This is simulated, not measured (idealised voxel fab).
process module | voxel self aligned contacts
cross-section cut | 240 nm wide | cells 5 nm
A cross-section is a grid of square cells, given in bands from the top down. A band is one or more rows of cells.
Each band's line starts with the height of the band's top and of its bottom, in nm. Then come its materials from left to right, each with its width in nm. One material with "throughout" fills the band from edge to edge. "air" is empty space.
Height 0 is the level under which the wafer as received is all one material. The lowest band goes on downwards, as in "0 down".
A width such as "30 to 40" changes by the same amount from each row of cells to the next, from the band's top row to its bottom row.
"no change" after a step means that no cell of the cross-section changed.
closed voids: empty space of 8 cells or more with no open way to the top, each as width x height at its distance from the left edge, in nm
after a step's settings: what the simulator itself notes on the step
overlay nm, on a step with a mask: how far to the right of its planned place the mask lay; to the left if negative
plan
1 op RECEIVE | material Si
2 op CONFORMAL_DEP | material SiO2 | thk nm 5
3 op DIRECTIONAL_DEP | material polySi | thk nm 25
4 op DIRECTIONAL_DEP | material SiN | thk nm 20
5 op DIRECTIONAL_DEP | material aC | thk nm 10
6 op PATTERN | tone cover | mask id GATE | material resist | width nm 35 | pitch nm 75 | thk nm 25 | overlay nm 0
7 op DIRECTIONAL_ETCH | etch materials aC | depth nm 10
8 op STRIP | etch materials resist
9 op DIRECTIONAL_ETCH | etch materials SiN | depth nm 20
10 op DIRECTIONAL_ETCH | etch materials polySi | depth nm 25
11 op STRIP | etch materials aC
12 op CONFORMAL_DEP | material SiN | thk nm 10
13 op DIRECTIONAL_ETCH | etch materials SiN | depth nm 10
14 op FILL_DEP | material SiO2 | thk nm 10
15 op CMP | height nm 55
16 op MASKED_ETCH | tone open | mask id CONTACT | width nm 60 | etch materials SiO2 | depth nm 55 | overlay nm 0
17 op CONFORMAL_DEP | material TiN | thk nm 5
18 op FILL_DEP | material W | thk nm 5
19 op CMP | height nm 55
20 op CONFORMAL_DEP | material SiCN | thk nm 5
as received, after step 1
  0 down: Si throughout
  closed voids: none
first wafer at the end, as planned
  60 to 55: SiCN throughout
  55 to 50: SiO2 90 | TiN 25 | W 10 | TiN 25 | SiO2 90
  50 to 30: SiO2 55 | SiN 55 | TiN 5 | W 10 | TiN 5 | SiN 55 | SiO2 55
  30 to 5: SiO2 55 | SiN 10 | polySi 35 | SiN 10 | TiN 5 | W 10 | TiN 5 | SiN 10 | polySi 35 | SiN 10 | SiO2 55
  5 to 0: SiO2 110 | TiN 20 | SiO2 110
  0 down: Si throughout
  closed voids: none
second wafer at the end: like start, like plan, one mistake
  60 to 55: SiCN throughout
  55 to 50: SiO2 90 | TiN 60 | SiO2 90
  50 to 30: SiN 75 | SiO2 15 | SiN 60 | SiO2 15 | SiN 75
  30 to 5: polySi 65 | SiN 10 | SiO2 15 | SiN 10 | polySi 40 | SiN 10 | SiO2 15 | SiN 10 | polySi 65
  5 to 0: SiO2 throughout
  0 down: Si throughout
  closed voids: none
what went wrong: step 6 ran as: op PATTERN | tone open | mask id GATE | material resist | width nm 35 | pitch nm 75 | thk nm 25 | overlay nm 0
at the end the second wafer has, in cells: 80 more of SiN | 140 fewer of SiO2 | 20 fewer of TiN | 20 fewer of W | 100 more of polySi
